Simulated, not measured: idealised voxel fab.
This section sets out a process module, namely voxel transistor to metal.
We display cut, a cross-section 280 nm in width whose square cells are each 5 nm.
In this document a cross-section is written as a grid of square cells. It is given as a series of bands, listed from the top down, and a band is one or more rows of cells. The entry gives the band's vertical extent as a top height and a bottom height in nm, then its horizontal make-up as materials from left to right, each with a width in nm. "air" stands for empty space; a single material marked "throughout" fills the band edge to edge. The level at which height equals 0 is the one under which the wafer, as it arrives, is entirely one material. No lower edge exists for the bottom band, which continues downward and is notated as in "0 -> down". The expression "30..40" gives the width at the extremes of the band, the first number at its top row of cells and the second at its bottom row, with the width changing by equal amounts from each row to the next in between. Key: "nothing altered" - step with no changed cell in the cross-section. In "Unvented voids" the enclosed voids are listed, meaning empty spaces of 8 cells or larger without any opening to the top. The form is width x height at distance, distance from the left edge, units nm. What comes after the settings on a step's line is commentary from the simulator itself on that step. Steps that use a mask can have "overlay nm" on their line. It says how far the mask sat to the right of where it was meant to be. Negative means to the left.
### Steps in the process plan
- 1: op RECEIVE | material Si
- 2: op OXIDIZE | depth nm 5
- 3: op CONFORMAL_DEP | material SiN | thk nm 10
- 4: op MASKED_ETCH | tone cover | mask id ACTIVE | width nm 110 | pitch nm 140 | etch materials SiN | depth nm 10 | overlay nm 0
- 5: op MASKED_ETCH | tone cover | mask id ACTIVE | width nm 110 | pitch nm 140 | etch materials SiO2 | depth nm 5 | overlay nm 0
- 6: op MASKED_ETCH | tone cover | mask id ACTIVE | width nm 110 | pitch nm 140 | etch materials Si | depth nm 25 | overlay nm 0
- 7: op FILL_DEP | material SiO2 | thk nm 15
- 8: op CMP | height nm 10
- 9: op SELECTIVE_ETCH | etch materials SiO2 | depth nm 5
- 10: op STRIP | etch materials SiN
- 11: op SELECTIVE_ETCH | etch materials SiO2 | depth nm 5
- 12: op OXIDIZE | depth nm 5
- 13: op DIRECTIONAL_DEP | material polySi | thk nm 20
- 14: op DIRECTIONAL_DEP | material SiCN | thk nm 15
- 15: op DIRECTIONAL_DEP | material aC | thk nm 10
- 16: op PATTERN | tone cover | mask id GATE | material resist | width nm 30 | pitch nm 140 | thk nm 30 | overlay nm 0
- 17: op DIRECTIONAL_ETCH | etch materials aC | depth nm 10
- 18: op STRIP | etch materials resist
- 19: op DIRECTIONAL_ETCH | etch materials SiCN | depth nm 25
- 20: op DIRECTIONAL_ETCH | etch materials polySi | depth nm 30
- 21: op STRIP | etch materials aC
- 22: op CONFORMAL_DEP | material SiN | thk nm 10
- 23: op DIRECTIONAL_ETCH | etch materials SiN | depth nm 10
- 24: op DIRECTIONAL_ETCH | etch materials SiO2 | depth nm 5
- 25: op DIRECTIONAL_ETCH | etch materials Si | depth nm 5
- 26: op EPI | material pSi | thk nm 5
- 27: op FILL_DEP | material SiO2 | thk nm 5
- 28: op CMP | height nm 15
- 29: op STRIP | etch materials polySi
- 30: op SELECTIVE_ETCH | etch materials SiO2 | depth nm 5
- 31: op CONFORMAL_DEP | material HfO2 | thk nm 5
- 32: op CONFORMAL_DEP | material TiN | thk nm 5
- 33: op FILL_DEP | material W | thk nm 5
- 34: op CMP | height nm 10
- 35: op DIRECTIONAL_DEP | material SiO2 | thk nm 15
- 36: op DIRECTIONAL_DEP | material aC | thk nm 10
- 37: op PATTERN | tone open | mask id CONTACT | material resist | width nm 20 | thk nm 25 | overlay nm 0
- 38: op DIRECTIONAL_ETCH | etch materials aC | depth nm 10
- 39: op STRIP | etch materials resist
- 40: op DIRECTIONAL_ETCH | etch materials SiO2 | depth nm 35
- 41: op STRIP | etch materials aC
- 42: op CONFORMAL_DEP | material TiN | thk nm 5
- 43: op FILL_DEP | material W | thk nm 10
- 44: op CMP | height nm 25
- 45: op CONFORMAL_DEP | material SiN | thk nm 5
- 46: op DIRECTIONAL_DEP | material SiO2 | thk nm 20
- 47: op DIRECTIONAL_DEP | material aC | thk nm 15
- 48: op PATTERN | tone open | mask id METAL_1 | material resist | width nm 20 | thk nm 35 | overlay nm 0
- 49: op DIRECTIONAL_ETCH | etch materials aC | depth nm 15
- 50: op STRIP | etch materials resist
- 51: op DIRECTIONAL_ETCH | etch materials SiO2 | depth nm 20
- 52: op DIRECTIONAL_ETCH | etch materials SiN | depth nm 5
- 53: op STRIP | etch materials aC
- 54: op CONFORMAL_DEP | material TiN | thk nm 5
- 55: op FILL_DEP | material Cu | thk nm 5
- 56: op CMP | height nm 50
- 57: op EPI | material Ru | thk nm 5
- 58: op FILL_DEP | material SiCN | thk nm 5
- 59: op DIRECTIONAL_DEP | material lowk | thk nm 30
- 60: op MASKED_ETCH | tone open | mask id METAL_2_HOLES | width nm 15 | pitch nm 140 | etch materials lowk | depth nm 30 | overlay nm 0
- 61: op PATTERN | tone open | mask id METAL_2 | material resist | width nm 20 | pitch nm 140 | thk nm 15 | overlay nm 0
- 62: op DIRECTIONAL_ETCH | etch materials lowk | depth nm 15
- 63: op DIRECTIONAL_ETCH | etch materials SiCN | depth nm 5
- 64: op STRIP | etch materials resist
- 65: op CONFORMAL_DEP | material TiN | thk nm 5
- 66: op FILL_DEP | material Cu | thk nm 5
- 67: op CMP | height nm 90
- 68: op CONFORMAL_DEP | material SiCN | thk nm 5
### What follows covers the first of two wafers; it ran as planned
### Here's what the wafer looked like in cross-section when it arrived - that's after step 1
  0 -> down: Si throughout
  Unvented voids: none
### Cross-section of the wafer after step 2
  0 -> -5: SiO2 throughout
  Lower than -5, everything is as it was.
### Cross-section of the wafer after step 3
  10 -> 0: SiN throughout
  Lower than 0, everything is as it was.
### Cross-section of the wafer after step 4
  10 -> 0: air 15; SiN 110; air 30; SiN 110; air 15
  Lower than 0, everything is as it was.
### Cross-section of the wafer after step 5
  10 -> 0: air 15; SiN 110; air 30; SiN 110; air 15
  0 -> -5: air 15; SiO2 110; air 30; SiO2 110; air 15
  Lower than -5, everything is as it was.
### Cross-section of the wafer after step 6
  10 -> 0: air 15; SiN 110; air 30; SiN 110; air 15
  0 -> -5: air 15; SiO2 110; air 30; SiO2 110; air 15
  -5 -> -30: air 15; Si 110; air 30; Si 110; air 15
  Lower than -30, everything is as it was.
### Cross-section of the wafer after step 7
  25 -> 10: SiO2 throughout
  10 -> 0: SiO2 15; SiN 110; SiO2 30; SiN 110; SiO2 15
  0 -> -5: SiO2 throughout
  -5 -> -30: SiO2 15; Si 110; SiO2 30; Si 110; SiO2 15
  Lower than -30, everything is as it was.
### Cross-section of the wafer after step 8
  10 -> 0: SiO2 15; SiN 110; SiO2 30; SiN 110; SiO2 15
  Lower than 0, everything is as it was.
### Cross-section of the wafer after step 9
  10 -> 5: air 15; SiN 110; air 30; SiN 110; air 15
  Lower than 5, everything is as it was.
### Cross-section of the wafer after step 10
  5 -> 0: SiO2 15; air 110; SiO2 30; air 110; SiO2 15
  Lower than 0, everything is as it was.
### Cross-section of the wafer after step 11
  0 -> -5: SiO2 10; air 120; SiO2 20; air 120; SiO2 10
  Lower than -5, everything is as it was.
### Cross-section of the wafer after step 12
  0 -> -5: SiO2 10; air 120; SiO2 20; air 120; SiO2 10
  -5 -> -10: SiO2 throughout
  Lower than -10, everything is as it was.
### Cross-section of the wafer after step 13
  20 -> 15: polySi 10; air 120; polySi 20; air 120; polySi 10
  15 -> 0: polySi throughout
  0 -> -5: SiO2 10; polySi 120; SiO2 20; polySi 120; SiO2 10
  Lower than -5, everything is as it was.
### Cross-section of the wafer after step 14
  35 -> 30: SiCN 10; air 120; SiCN 20; air 120; SiCN 10
  30 -> 20: SiCN throughout
  20 -> 15: polySi 10; SiCN 120; polySi 20; SiCN 120; polySi 10
  Lower than 15, everything is as it was.
### Cross-section of the wafer after step 15
  45 -> 40: aC 10; air 120; aC 20; air 120; aC 10
  40 -> 35: aC throughout
  35 -> 30: SiCN 10; aC 120; SiCN 20; aC 120; SiCN 10
  Lower than 30, everything is as it was.
### Cross-section of the wafer after step 16
  75 -> 45: air 55; resist 30; air 110; resist 30; air 55
  45 -> 40: aC 10; air 45; resist 30; air 45; aC 20; air 45; resist 30; air 45; aC 10
  Lower than 40, everything is as it was.
### Cross-section of the wafer after step 17
  65 -> 40: air 55; resist 30; air 110; resist 30; air 55
  40 -> 35: air 55; aC 30; air 110; aC 30; air 55
  35 -> 30: SiCN 10; air 45; aC 30; air 45; SiCN 20; air 45; aC 30; air 45; SiCN 10
  Lower than 30, everything is as it was.
### Cross-section of the wafer after step 18
  40 -> 35: air 55; aC 30; air 110; aC 30; air 55
  Lower than 35, everything is as it was.
### Cross-section of the wafer after step 19
  40 -> 30: air 55; aC 30; air 110; aC 30; air 55
  30 -> 20: air 55; SiCN 30; air 110; SiCN 30; air 55
  20 -> 15: polySi 10; air 45; SiCN 30; air 45; polySi 20; air 45; SiCN 30; air 45; polySi 10
  Lower than 15, everything is as it was.
### Cross-section of the wafer after step 20
  40 -> 30: air 55; aC 30; air 110; aC 30; air 55
  30 -> 15: air 55; SiCN 30; air 110; SiCN 30; air 55
  15 -> 0: air 55; polySi 30; air 110; polySi 30; air 55
  0 -> -5: SiO2 10; air 45; polySi 30; air 45; SiO2 20; air 45; polySi 30; air 45; SiO2 10
  Lower than -5, everything is as it was.
### Cross-section of the wafer after step 21
  30 -> 15: air 55; SiCN 30; air 110; SiCN 30; air 55
  Lower than 15, everything is as it was.
### Cross-section of the wafer after step 22
  40 -> 30: air 45; SiN 50; air 90; SiN 50; air 45
  30 -> 15: air 45; SiN 10; SiCN 30; SiN 10; air 90; SiN 10; SiCN 30; SiN 10; air 45
  15 -> 10: air 45; SiN 10; polySi 30; SiN 10; air 90; SiN 10; polySi 30; SiN 10; air 45
  10 -> 5: SiN 20; air 25; SiN 10; polySi 30; SiN 10; air 25; SiN 40; air 25; SiN 10; polySi 30; SiN 10; air 25; SiN 20
  5 -> 0: SiN 55; polySi 30; SiN 110; polySi 30; SiN 55
  0 -> -5: SiO2 10; SiN 45; polySi 30; SiN 45; SiO2 20; SiN 45; polySi 30; SiN 45; SiO2 10
  Lower than -5, everything is as it was.
### Cross-section of the wafer after step 23
  30 -> 15: air 45; SiN 10; SiCN 30; SiN 10; air 90; SiN 10; SiCN 30; SiN 10; air 45
  15 -> 0: air 45; SiN 10; polySi 30; SiN 10; air 90; SiN 10; polySi 30; SiN 10; air 45
  0 -> -5: SiO2 10; SiN 10; air 25; SiN 10; polySi 30; SiN 10; air 25; SiN 10; SiO2 20; SiN 10; air 25; SiN 10; polySi 30; SiN 10; air 25; SiN 10; SiO2 10
  Lower than -5, everything is as it was.
### Cross-section of the wafer after step 24
  30 -> 15: air 45; SiN 10; SiCN 30; SiN 10; air 90; SiN 10; SiCN 30; SiN 10; air 45
  15 -> 0: air 45; SiN 10; polySi 30; SiN 10; air 90; SiN 10; polySi 30; SiN 10; air 45
  0 -> -5: air 10; SiN 10; air 25; SiN 10; polySi 30; SiN 10; air 25; SiN 10; air 20; SiN 10; air 25; SiN 10; polySi 30; SiN 10; air 25; SiN 10; air 10
  -5 -> -10: SiO2 20; air 25; SiO2 50; air 25; SiO2 40; air 25; SiO2 50; air 25; SiO2 20
  Lower than -10, everything is as it was.
### Cross-section of the wafer after step 25
  30 -> 15: air 45; SiN 10; SiCN 30; SiN 10; air 90; SiN 10; SiCN 30; SiN 10; air 45
  15 -> 0: air 45; SiN 10; polySi 30; SiN 10; air 90; SiN 10; polySi 30; SiN 10; air 45
  0 -> -5: air 10; SiN 10; air 25; SiN 10; polySi 30; SiN 10; air 25; SiN 10; air 20; SiN 10; air 25; SiN 10; polySi 30; SiN 10; air 25; SiN 10; air 10
  -5 -> -10: SiO2 20; air 25; SiO2 50; air 25; SiO2 40; air 25; SiO2 50; air 25; SiO2 20
  -10 -> -15: SiO2 15; Si 5; air 25; Si 50; air 25; Si 5; SiO2 30; Si 5; air 25; Si 50; air 25; Si 5; SiO2 15
  Lower than -15, everything is as it was.
### Cross-section of the wafer after step 26
  30 -> 15: air 45; SiN 10; SiCN 30; SiN 10; air 90; SiN 10; SiCN 30; SiN 10; air 45
  15 -> 0: air 45; SiN 10; polySi 30; SiN 10; air 90; SiN 10; polySi 30; SiN 10; air 45
  0 -> -5: air 10; SiN 10; air 25; SiN 10; polySi 30; SiN 10; air 25; SiN 10; air 20; SiN 10; air 25; SiN 10; polySi 30; SiN 10; air 25; SiN 10; air 10
  -5 -> -10: SiO2 20; pSi 5; air 15; pSi 5; SiO2 50; pSi 5; air 15; pSi 5; SiO2 40; pSi 5; air 15; pSi 5; SiO2 50; pSi 5; air 15; pSi 5; SiO2 20
  -10 -> -15: SiO2 15; Si 5; pSi 25; Si 50; pSi 25; Si 5; SiO2 30; Si 5; pSi 25; Si 50; pSi 25; Si 5; SiO2 15
  Lower than -15, everything is as it was.
### Cross-section of the wafer after step 27
  35 -> 30: SiO2 throughout
  30 -> 15: SiO2 45; SiN 10; SiCN 30; SiN 10; SiO2 90; SiN 10; SiCN 30; SiN 10; SiO2 45
  15 -> 0: SiO2 45; SiN 10; polySi 30; SiN 10; SiO2 90; SiN 10; polySi 30; SiN 10; SiO2 45
  0 -> -5: SiO2 10; SiN 10; SiO2 25; SiN 10; polySi 30; SiN 10; SiO2 25; SiN 10; SiO2 20; SiN 10; SiO2 25; SiN 10; polySi 30; SiN 10; SiO2 25; SiN 10; SiO2 10
  -5 -> -10: SiO2 20; pSi 5; SiO2 15; pSi 5; SiO2 50; pSi 5; SiO2 15; pSi 5; SiO2 40; pSi 5; SiO2 15; pSi 5; SiO2 50; pSi 5; SiO2 15; pSi 5; SiO2 20
  Lower than -10, everything is as it was.
### Cross-section of the wafer after step 28
  15 -> 0: SiO2 45; SiN 10; polySi 30; SiN 10; SiO2 90; SiN 10; polySi 30; SiN 10; SiO2 45
  Lower than 0, everything is as it was.
### Cross-section of the wafer after step 29
  15 -> 0: SiO2 45; SiN 10; air 30; SiN 10; SiO2 90; SiN 10; air 30; SiN 10; SiO2 45
  0 -> -5: SiO2 10; SiN 10; SiO2 25; SiN 10; air 30; SiN 10; SiO2 25; SiN 10; SiO2 20; SiN 10; SiO2 25; SiN 10; air 30; SiN 10; SiO2 25; SiN 10; SiO2 10
  Lower than -5, everything is as it was.
### Cross-section of the wafer after step 30
  15 -> 10: air 45; SiN 10; air 30; SiN 10; air 90; SiN 10; air 30; SiN 10; air 45
  10 -> 0: SiO2 45; SiN 10; air 30; SiN 10; SiO2 90; SiN 10; air 30; SiN 10; SiO2 45
  0 -> -5: SiO2 10; SiN 10; SiO2 25; SiN 10; air 30; SiN 10; SiO2 25; SiN 10; SiO2 20; SiN 10; SiO2 25; SiN 10; air 30; SiN 10; SiO2 25; SiN 10; SiO2 10
  -5 -> -10: SiO2 20; pSi 5; SiO2 15; pSi 5; SiO2 5; air 40; SiO2 5; pSi 5; SiO2 15; pSi 5; SiO2 40; pSi 5; SiO2 15; pSi 5; SiO2 5; air 40; SiO2 5; pSi 5; SiO2 15; pSi 5; SiO2 20
  Lower than -10, everything is as it was.
### Cross-section of the wafer after step 31
  20 -> 15: air 40; HfO2 20; air 20; HfO2 20; air 80; HfO2 20; air 20; HfO2 20; air 40
  15 -> 10: HfO2 45; SiN 10; HfO2 5; air 20; HfO2 5; SiN 10; HfO2 90; SiN 10; HfO2 5; air 20; HfO2 5; SiN 10; HfO2 45
  10 -> 0: SiO2 45; SiN 10; HfO2 5; air 20; HfO2 5; SiN 10; SiO2 90; SiN 10; HfO2 5; air 20; HfO2 5; SiN 10; SiO2 45
  0 -> -5: SiO2 10; SiN 10; SiO2 25; SiN 10; HfO2 5; air 20; HfO2 5; SiN 10; SiO2 25; SiN 10; SiO2 20; SiN 10; SiO2 25; SiN 10; HfO2 5; air 20; HfO2 5; SiN 10; SiO2 25; SiN 10; SiO2 10
  -5 -> -10: SiO2 20; pSi 5; SiO2 15; pSi 5; SiO2 5; HfO2 40; SiO2 5; pSi 5; SiO2 15; pSi 5; SiO2 40; pSi 5; SiO2 15; pSi 5; SiO2 5; HfO2 40; SiO2 5; pSi 5; SiO2 15; pSi 5; SiO2 20
  Lower than -10, everything is as it was.
### Cross-section of the wafer after step 32
  25 -> 20: air 35; TiN 30; air 10; TiN 30; air 70; TiN 30; air 10; TiN 30; air 35
  20 -> 15: TiN 40; HfO2 20; TiN 5; air 10; TiN 5; HfO2 20; TiN 80; HfO2 20; TiN 5; air 10; TiN 5; HfO2 20; TiN 40
  15 -> 10: HfO2 45; SiN 10; HfO2 5; TiN 5; air 10; TiN 5; HfO2 5; SiN 10; HfO2 90; SiN 10; HfO2 5; TiN 5; air 10; TiN 5; HfO2 5; SiN 10; HfO2 45
  10 -> 0: SiO2 45; SiN 10; HfO2 5; TiN 5; air 10; TiN 5; HfO2 5; SiN 10; SiO2 90; SiN 10; HfO2 5; TiN 5; air 10; TiN 5; HfO2 5; SiN 10; SiO2 45
  0 -> -5: SiO2 10; SiN 10; SiO2 25; SiN 10; HfO2 5; TiN 20; HfO2 5; SiN 10; SiO2 25; SiN 10; SiO2 20; SiN 10; SiO2 25; SiN 10; HfO2 5; TiN 20; HfO2 5; SiN 10; SiO2 25; SiN 10; SiO2 10
  Lower than -5, everything is as it was.
### Cross-section of the wafer after step 33
  30 -> 25: W throughout
  25 -> 20: W 35; TiN 30; W 10; TiN 30; W 70; TiN 30; W 10; TiN 30; W 35
  20 -> 15: TiN 40; HfO2 20; TiN 5; W 10; TiN 5; HfO2 20; TiN 80; HfO2 20; TiN 5; W 10; TiN 5; HfO2 20; TiN 40
  15 -> 10: HfO2 45; SiN 10; HfO2 5; TiN 5; W 10; TiN 5; HfO2 5; SiN 10; HfO2 90; SiN 10; HfO2 5; TiN 5; W 10; TiN 5; HfO2 5; SiN 10; HfO2 45
  10 -> 0: SiO2 45; SiN 10; HfO2 5; TiN 5; W 10; TiN 5; HfO2 5; SiN 10; SiO2 90; SiN 10; HfO2 5; TiN 5; W 10; TiN 5; HfO2 5; SiN 10; SiO2 45
  Lower than 0, everything is as it was.
### Cross-section of the wafer after step 34
  10 -> 0: SiO2 45; SiN 10; HfO2 5; TiN 5; W 10; TiN 5; HfO2 5; SiN 10; SiO2 90; SiN 10; HfO2 5; TiN 5; W 10; TiN 5; HfO2 5; SiN 10; SiO2 45
  Lower than 0, everything is as it was.
### Cross-section of the wafer after step 35
  25 -> 10: SiO2 throughout
  Lower than 10, everything is as it was.
### Cross-section of the wafer after step 36
  35 -> 25: aC throughout
  Lower than 25, everything is as it was.
### Cross-section of the wafer after step 37
  60 -> 35: resist 20; air 20; resist 60; air 20; resist 40; air 20; resist 60; air 20; resist 20
  Lower than 35, everything is as it was.
### Cross-section of the wafer after step 38
  50 -> 35: resist 20; air 20; resist 60; air 20; resist 40; air 20; resist 60; air 20; resist 20
  35 -> 25: aC 20; air 20; aC 60; air 20; aC 40; air 20; aC 60; air 20; aC 20
  Lower than 25, everything is as it was.
### Cross-section of the wafer after step 39
  35 -> 25: aC 20; air 20; aC 60; air 20; aC 40; air 20; aC 60; air 20; aC 20
  Lower than 25, everything is as it was.
### Cross-section of the wafer after step 40
  35 -> 25: aC 20; air 20; aC 60; air 20; aC 40; air 20; aC 60; air 20; aC 20
  25 -> 10: SiO2 20; air 20; SiO2 60; air 20; SiO2 40; air 20; SiO2 60; air 20; SiO2 20
  10 -> 0: SiO2 20; air 20; SiO2 5; SiN 10; HfO2 5; TiN 5; W 10; TiN 5; HfO2 5; SiN 10; SiO2 5; air 20; SiO2 40; air 20; SiO2 5; SiN 10; HfO2 5; TiN 5; W 10; TiN 5; HfO2 5; SiN 10; SiO2 5; air 20; SiO2 20
  0 -> -5: SiO2 10; SiN 10; air 20; SiO2 5; SiN 10; HfO2 5; TiN 20; HfO2 5; SiN 10; SiO2 5; air 20; SiN 10; SiO2 20; SiN 10; air 20; SiO2 5; SiN 10; HfO2 5; TiN 20; HfO2 5; SiN 10; SiO2 5; air 20; SiN 10; SiO2 10
  -5 -> -10: SiO2 20; pSi 5; air 15; pSi 5; SiO2 5; HfO2 40; SiO2 5; pSi 5; air 15; pSi 5; SiO2 40; pSi 5; air 15; pSi 5; SiO2 5; HfO2 40; SiO2 5; pSi 5; air 15; pSi 5; SiO2 20
  Lower than -10, everything is as it was.
### Cross-section of the wafer after step 41
  25 -> 10: SiO2 20; air 20; SiO2 60; air 20; SiO2 40; air 20; SiO2 60; air 20; SiO2 20
  Lower than 10, everything is as it was.
### Cross-section of the wafer after step 42
  30 -> 25: TiN 25; air 10; TiN 70; air 10; TiN 50; air 10; TiN 70; air 10; TiN 25
  25 -> 10: SiO2 20; TiN 5; air 10; TiN 5; SiO2 60; TiN 5; air 10; TiN 5; SiO2 40; TiN 5; air 10; TiN 5; SiO2 60; TiN 5; air 10; TiN 5; SiO2 20
  10 -> 0: SiO2 20; TiN 5; air 10; TiN 5; SiO2 5; SiN 10; HfO2 5; TiN 5; W 10; TiN 5; HfO2 5; SiN 10; SiO2 5; TiN 5; air 10; TiN 5; SiO2 40; TiN 5; air 10; TiN 5; SiO2 5; SiN 10; HfO2 5; TiN 5; W 10; TiN 5; HfO2 5; SiN 10; SiO2 5; TiN 5; air 10; TiN 5; SiO2 20
  0 -> -5: SiO2 10; SiN 10; TiN 10; air 5; TiN 5; SiO2 5; SiN 10; HfO2 5; TiN 20; HfO2 5; SiN 10; SiO2 5; TiN 5; air 5; TiN 10; SiN 10; SiO2 20; SiN 10; TiN 10; air 5; TiN 5; SiO2 5; SiN 10; HfO2 5; TiN 20; HfO2 5; SiN 10; SiO2 5; TiN 5; air 5; TiN 10; SiN 10; SiO2 10
  -5 -> -10: SiO2 20; pSi 5; TiN 15; pSi 5; SiO2 5; HfO2 40; SiO2 5; pSi 5; TiN 15; pSi 5; SiO2 40; pSi 5; TiN 15; pSi 5; SiO2 5; HfO2 40; SiO2 5; pSi 5; TiN 15; pSi 5; SiO2 20
  Lower than -10, everything is as it was.
### Cross-section of the wafer after step 43
  40 -> 30: W throughout
  30 -> 25: TiN 25; W 10; TiN 70; W 10; TiN 50; W 10; TiN 70; W 10; TiN 25
  25 -> 10: SiO2 20; TiN 5; W 10; TiN 5; SiO2 60; TiN 5; W 10; TiN 5; SiO2 40; TiN 5; W 10; TiN 5; SiO2 60; TiN 5; W 10; TiN 5; SiO2 20
  10 -> 0: SiO2 20; TiN 5; W 10; TiN 5; SiO2 5; SiN 10; HfO2 5; TiN 5; W 10; TiN 5; HfO2 5; SiN 10; SiO2 5; TiN 5; W 10; TiN 5; SiO2 40; TiN 5; W 10; TiN 5; SiO2 5; SiN 10; HfO2 5; TiN 5; W 10; TiN 5; HfO2 5; SiN 10; SiO2 5; TiN 5; W 10; TiN 5; SiO2 20
  0 -> -5: SiO2 10; SiN 10; TiN 10; W 5; TiN 5; SiO2 5; SiN 10; HfO2 5; TiN 20; HfO2 5; SiN 10; SiO2 5; TiN 5; W 5; TiN 10; SiN 10; SiO2 20; SiN 10; TiN 10; W 5; TiN 5; SiO2 5; SiN 10; HfO2 5; TiN 20; HfO2 5; SiN 10; SiO2 5; TiN 5; W 5; TiN 10; SiN 10; SiO2 10
  Lower than -5, everything is as it was.
### Cross-section of the wafer after step 44
  25 -> 10: SiO2 20; TiN 5; W 10; TiN 5; SiO2 60; TiN 5; W 10; TiN 5; SiO2 40; TiN 5; W 10; TiN 5; SiO2 60; TiN 5; W 10; TiN 5; SiO2 20
  Lower than 10, everything is as it was.
### Cross-section of the wafer after step 45
  30 -> 25: SiN throughout
  Lower than 25, everything is as it was.
### Cross-section of the wafer after step 46
  50 -> 30: SiO2 throughout
  Lower than 30, everything is as it was.
### Cross-section of the wafer after step 47
  65 -> 50: aC throughout
  Lower than 50, everything is as it was.
### Cross-section of the wafer after step 48
  100 -> 65: resist 20; air 20; resist 60; air 20; resist 40; air 20; resist 60; air 20; resist 20
  Lower than 65, everything is as it was.
### Cross-section of the wafer after step 49
  85 -> 65: resist 20; air 20; resist 60; air 20; resist 40; air 20; resist 60; air 20; resist 20
  65 -> 50: aC 20; air 20; aC 60; air 20; aC 40; air 20; aC 60; air 20; aC 20
  Lower than 50, everything is as it was.
### Cross-section of the wafer after step 50
  65 -> 50: aC 20; air 20; aC 60; air 20; aC 40; air 20; aC 60; air 20; aC 20
  Lower than 50, everything is as it was.
### Cross-section of the wafer after step 51
  65 -> 50: aC 20; air 20; aC 60; air 20; aC 40; air 20; aC 60; air 20; aC 20
  50 -> 30: SiO2 20; air 20; SiO2 60; air 20; SiO2 40; air 20; SiO2 60; air 20; SiO2 20
  Lower than 30, everything is as it was.
### Cross-section of the wafer after step 52
  65 -> 50: aC 20; air 20; aC 60; air 20; aC 40; air 20; aC 60; air 20; aC 20
  50 -> 30: SiO2 20; air 20; SiO2 60; air 20; SiO2 40; air 20; SiO2 60; air 20; SiO2 20
  30 -> 25: SiN 20; air 20; SiN 60; air 20; SiN 40; air 20; SiN 60; air 20; SiN 20
  Lower than 25, everything is as it was.
### Cross-section of the wafer after step 53
  50 -> 30: SiO2 20; air 20; SiO2 60; air 20; SiO2 40; air 20; SiO2 60; air 20; SiO2 20
  Lower than 30, everything is as it was.
### Cross-section of the wafer after step 54
  55 -> 50: TiN 25; air 10; TiN 70; air 10; TiN 50; air 10; TiN 70; air 10; TiN 25
  50 -> 30: SiO2 20; TiN 5; air 10; TiN 5; SiO2 60; TiN 5; air 10; TiN 5; SiO2 40; TiN 5; air 10; TiN 5; SiO2 60; TiN 5; air 10; TiN 5; SiO2 20
  30 -> 25: SiN 20; TiN 20; SiN 60; TiN 20; SiN 40; TiN 20; SiN 60; TiN 20; SiN 20
  Lower than 25, everything is as it was.
### Cross-section of the wafer after step 55
  60 -> 55: Cu throughout
  55 -> 50: TiN 25; Cu 10; TiN 70; Cu 10; TiN 50; Cu 10; TiN 70; Cu 10; TiN 25
  50 -> 30: SiO2 20; TiN 5; Cu 10; TiN 5; SiO2 60; TiN 5; Cu 10; TiN 5; SiO2 40; TiN 5; Cu 10; TiN 5; SiO2 60; TiN 5; Cu 10; TiN 5; SiO2 20
  Lower than 30, everything is as it was.
### Cross-section of the wafer after step 56
  50 -> 30: SiO2 20; TiN 5; Cu 10; TiN 5; SiO2 60; TiN 5; Cu 10; TiN 5; SiO2 40; TiN 5; Cu 10; TiN 5; SiO2 60; TiN 5; Cu 10; TiN 5; SiO2 20
  Lower than 30, everything is as it was.
### Cross-section of the wafer after step 57
  55 -> 50: air 15; Ru 30; air 50; Ru 30; air 30; Ru 30; air 50; Ru 30; air 15
  Lower than 50, everything is as it was.
### Cross-section of the wafer after step 58
  60 -> 55: SiCN throughout
  55 -> 50: SiCN 15; Ru 30; SiCN 50; Ru 30; SiCN 30; Ru 30; SiCN 50; Ru 30; SiCN 15
  Lower than 50, everything is as it was.
### Cross-section of the wafer after step 59
  90 -> 60: lowk throughout
  Lower than 60, everything is as it was.
### Cross-section of the wafer after step 60
  90 -> 60: lowk 20; air 15; lowk 125; air 15; lowk 105
  Lower than 60, everything is as it was.
### Cross-section of the wafer after step 61
  105 -> 90: resist 20; air 20; resist 120; air 20; resist 100
  Lower than 90, everything is as it was.
### Cross-section of the wafer after step 62
  105 -> 90: resist 20; air 20; resist 120; air 20; resist 100
  90 -> 75: lowk 20; air 20; lowk 120; air 20; lowk 100
  Lower than 75, everything is as it was.
### Cross-section of the wafer after step 63
  105 -> 90: resist 20; air 20; resist 120; air 20; resist 100
  90 -> 75: lowk 20; air 20; lowk 120; air 20; lowk 100
  75 -> 60: lowk 20; air 15; lowk 125; air 15; lowk 105
  60 -> 55: SiCN 20; air 15; SiCN 125; air 15; SiCN 105
  Lower than 55, everything is as it was.
### Cross-section of the wafer after step 64
  90 -> 75: lowk 20; air 20; lowk 120; air 20; lowk 100
  Lower than 75, everything is as it was.
### Cross-section of the wafer after step 65
  95 -> 90: TiN 25; air 10; TiN 130; air 10; TiN 105
  90 -> 80: lowk 20; TiN 5; air 10; TiN 5; lowk 120; TiN 5; air 10; TiN 5; lowk 100
  80 -> 75: lowk 20; TiN 5; air 5; TiN 10; lowk 120; TiN 5; air 5; TiN 10; lowk 100
  75 -> 60: lowk 20; TiN 5; air 5; TiN 5; lowk 125; TiN 5; air 5; TiN 5; lowk 105
  60 -> 55: SiCN 20; TiN 15; SiCN 125; TiN 15; SiCN 105
  Lower than 55, everything is as it was.
### Cross-section of the wafer after step 66
  100 -> 95: Cu throughout
  95 -> 90: TiN 25; Cu 10; TiN 130; Cu 10; TiN 105
  90 -> 80: lowk 20; TiN 5; Cu 10; TiN 5; lowk 120; TiN 5; Cu 10; TiN 5; lowk 100
  80 -> 75: lowk 20; TiN 5; Cu 5; TiN 10; lowk 120; TiN 5; Cu 5; TiN 10; lowk 100
  75 -> 60: lowk 20; TiN 5; Cu 5; TiN 5; lowk 125; TiN 5; Cu 5; TiN 5; lowk 105
  Lower than 60, everything is as it was.
### Cross-section of the wafer after step 67
  90 -> 80: lowk 20; TiN 5; Cu 10; TiN 5; lowk 120; TiN 5; Cu 10; TiN 5; lowk 100
  Lower than 80, everything is as it was.
### Cross-section of the wafer after step 68
  95 -> 90: SiCN throughout
  Lower than 90, everything is as it was.
### Notes, second wafer: start = first wafer's, plan = first wafer's, execution had one mistake; history identical to first through step 66
### X-section, second wafer, when step 67 was due to finish
  80 -> 75: lowk 20; TiN 5; Cu 5; TiN 10; lowk 120; TiN 5; Cu 5; TiN 10; lowk 100
  Lower than 75, everything is as it was.
### X-section, second wafer, when step 68 was due to finish
  85 -> 80: SiCN throughout
  Lower than 80, everything is as it was.
what went wrong: contrary to plan, step 67 was performed as op CMP | height nm 80
Per the end-of-run cell counts, the second wafer holds more or fewer of some materials than the first: 8 fewer of Cu; 8 fewer of TiN; 96 fewer of lowk
